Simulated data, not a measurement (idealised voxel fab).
process module | voxel transistor to metal
The cross-section shown here is cut; it is 210 nm wide and divided into square cells measuring 5 nm on a side.
How to read a cross-section here: the picture is a grid of square cells, written as bands going from the top down, and any band can span one or more rows of cells.
The entry gives the band's vertical extent as a top height and a bottom height in nm, then its horizontal make-up as materials from left to right, each with a width in nm. "air" stands for empty space; a single material marked "full width" fills the band edge to edge.
Heights from 0 (as-received wafer is one material below). Bottom band endless downward, as "z 0 and below".
So if you see something like "30..40" for the width, read it as the top row of the band sitting at the first number and the bottom row at the second, with every row in between moving by the same amount as the last.
"same as before" after a step means that no cell of the cross-section changed.
Under "Enclosed internal cavities" you'll find the enclosed gaps, the ones with no way out to the top, that are 8 cells or bigger; each reads width x height at distance, with distance counted from the left edge, everything in nm.
Note: text after step settings on the step line = simulator remark on that step.
What "overlay nm" on a step's line means: if the step has a mask, that mask lay this far to the right of its planned place, or, when the value is negative, to the left.

STEPS IN THE PROCESS PLAN
1,op RECEIVE | material Si
2,op CONFORMAL_DEP | material SiO2 | thk nm 5
3,op CONFORMAL_DEP | material SiN | thk nm 15
4,op DIRECTIONAL_DEP | material aC | thk nm 10
5,op PATTERN | tone cover | mask id ACTIVE | material resist | width nm 115 | thk nm 25 | overlay nm 0
6,op DIRECTIONAL_ETCH | etch materials aC | depth nm 10
7,op STRIP | etch materials resist
8,op DIRECTIONAL_ETCH | etch materials SiN | depth nm 15
9,op DIRECTIONAL_ETCH | etch materials SiO2 | depth nm 5
10,op DIRECTIONAL_ETCH | etch materials Si | depth nm 20
11,op STRIP | etch materials aC
12,op OXIDIZE | depth nm 5
13,op FILL_DEP | material SiO2 | thk nm 15
14,op CMP | height nm 20
15,op SELECTIVE_ETCH | etch materials SiO2 | depth nm 15
16,op STRIP | etch materials SiN
17,op SELECTIVE_ETCH | etch materials SiO2 | depth nm 5
18,op OXIDIZE | depth nm 5
19,op DIRECTIONAL_DEP | material polySi | thk nm 30
20,op DIRECTIONAL_DEP | material SiCN | thk nm 10
21,op PATTERN | tone cover | mask id GATE | material resist | width nm 25 | thk nm 20 | overlay nm 0
22,op DIRECTIONAL_ETCH | etch materials SiCN | depth nm 20
23,op DIRECTIONAL_ETCH | etch materials polySi | depth nm 40
24,op STRIP | etch materials resist
25,op CONFORMAL_DEP | material SiO2 | thk nm 5
26,op DIRECTIONAL_ETCH | etch materials SiO2 | depth nm 5
27,op CONFORMAL_DEP | material SiN | thk nm 5
28,op DIRECTIONAL_ETCH | etch materials SiN | depth nm 5
29,op DIRECTIONAL_ETCH | etch materials SiO2 | depth nm 5
30,op EPI | material SiGe | thk nm 5
31,op FILL_DEP | material SiO2 | thk nm 10
32,op CMP | height nm 40
33,op DIRECTIONAL_DEP | material SiO2 | thk nm 10
34,op MASKED_ETCH | tone open | mask id CONTACT | width nm 30 | pitch nm 65 | etch materials SiO2 | depth nm 50 | overlay nm 0
35,op CONFORMAL_DEP | material TiN | thk nm 5
36,op FILL_DEP | material W | thk nm 10
37,op CMP | height nm 50
38,op CONFORMAL_DEP | material SiN | thk nm 5
39,op DIRECTIONAL_DEP | material SiO2 | thk nm 20
40,op MASKED_ETCH | tone open | mask id METAL_1 | width nm 15 | pitch nm 80 | etch materials SiO2 | depth nm 20 | overlay nm 0
41,op MASKED_ETCH | tone open | mask id METAL_1 | width nm 15 | pitch nm 80 | etch materials SiN | depth nm 5 | overlay nm 0
42,op CONFORMAL_DEP | material TiN | thk nm 5
43,op FILL_DEP | material W | thk nm 10
44,op CMP | height nm 75
45,op EPI | material Ru | thk nm 5
46,op FILL_DEP | material SiCN | thk nm 5

CROSS-SECTION OF THE WAFER UPON ARRIVAL, REPRESENTING THE STATE REACHED AFTER STEP 1
> z 0 and below | Si full width
> Enclosed internal cavities: none

THE FIRST OF THE TWO WAFERS AS SEEN IN CROSS-SECTION ONCE THE MODULE WAS FINISHED; PROCESSING FOLLOWED THE PLAN
> z 85 to 80 | SiCN full width
> z 80 to 75 | 50 SiCN | 25 Ru | 55 SiCN | 25 Ru | 55 SiCN
> z 75 to 55 | 55 SiO2 | 5 TiN | 5 W | 5 TiN | 65 SiO2 | 5 TiN | 5 W | 5 TiN | 60 SiO2
> z 55 to 50 | 55 SiN | 15 TiN | 65 SiN | 15 TiN | 60 SiN
> z 50 to 40 | 55 SiO2 | 5 TiN | 20..15 W | 5..10 TiN | 35 SiO2 | 5..10 TiN | 20..15 W | 5 TiN | 60 SiO2
> z 40 to 30 | 55 SiO2 | 5 TiN | 15 W | 5 TiN | 5 SiN | 5 SiO2 | 25 SiCN | 5 SiO2 | 5 SiN | 5 TiN | 15 W | 5 TiN | 60 SiO2
> z 30 to 5 | 55 SiO2 | 5 TiN | 15 W | 5 TiN | 5 SiN | 5 SiO2 | 25 polySi | 5 SiO2 | 5 SiN | 5 TiN | 15 W | 5 TiN | 60 SiO2
> z 5 to 0 | 55 SiO2 | 25 TiN | 5 SiN | 5 SiO2 | 25 polySi | 5 SiO2 | 5 SiN | 25 TiN | 60 SiO2
> z 0 to -5 | 45 SiO2 | 35 SiGe | 45 SiO2 | 35 SiGe | 50 SiO2
> z -5 to -25 | 50 SiO2 | 105 Si | 55 SiO2
> z -25 and below | Si full width
> Enclosed internal cavities: none

WAFER TWO CROSS-SECTION, MODULE END. START AND PLAN UNCHANGED FROM WAFER ONE; ONE MISTAKE MADE DURING THE RUN
> z 85 to 80 | SiCN full width
> z 80 to 75 | 50 SiCN | 25 Ru | 55 SiCN | 25 Ru | 55 SiCN
> z 75 to 55 | 55 SiO2 | 5 TiN | 5 W | 5 TiN | 65 SiO2 | 5 TiN | 5 W | 5 TiN | 60 SiO2
> z 55 to 50 | 55 SiN | 15 TiN | 65 SiN | 15 TiN | 60 SiN
> z 50 to 40 | 55 SiO2 | 5 TiN | 20..15 W | 5..10 TiN | 35 SiO2 | 5..10 TiN | 20..15 W | 5 TiN | 60 SiO2
> z 40 to 30 | 55 SiO2 | 5 TiN | 15 W | 5 TiN | 5 SiN | 5 SiO2 | 25 SiCN | 5 SiO2 | 5 SiN | 5 TiN | 15 W | 5 TiN | 60 SiO2
> z 30 to 5 | 55 SiO2 | 5 TiN | 15 W | 5 TiN | 5 SiN | 5 SiO2 | 25 polySi | 5 SiO2 | 5 SiN | 5 TiN | 15 W | 5 TiN | 60 SiO2
> z 5 to 0 | 55 SiO2 | 25 TiN | 5 SiN | 5 SiO2 | 25 polySi | 5 SiO2 | 5 SiN | 25 TiN | 60 SiO2
> z 0 to -5 | 30 SiO2 | 5 SiN | 5 SiO2 | 5 SiN | 5 SiO2 | 30 SiGe | 45 SiO2 | 30 SiGe | 5 SiO2 | 5 SiN | 5 SiO2 | 5 SiN | 35 SiO2
> z -5 to -15 | 30 SiO2 | 5 SiN | 5 SiO2 | 5 SiN | 10 SiO2 | 95 Si | 10 SiO2 | 5 SiN | 5 SiO2 | 5 SiN | 35 SiO2
> z -15 to -25 | 55..50 SiO2 | 95..105 Si | 60..55 SiO2
> z -25 and below | Si full width
> Enclosed internal cavities: none
Misprocessing identified: a sequencing error occurred in which plan steps 15 and 16 were transposed
Looking at both finished wafers in cells, the second ends up ahead of or behind the first on some materials: 6 fewer of Si; 2 fewer of SiGe; 12 more of SiN; 4 fewer of SiO2
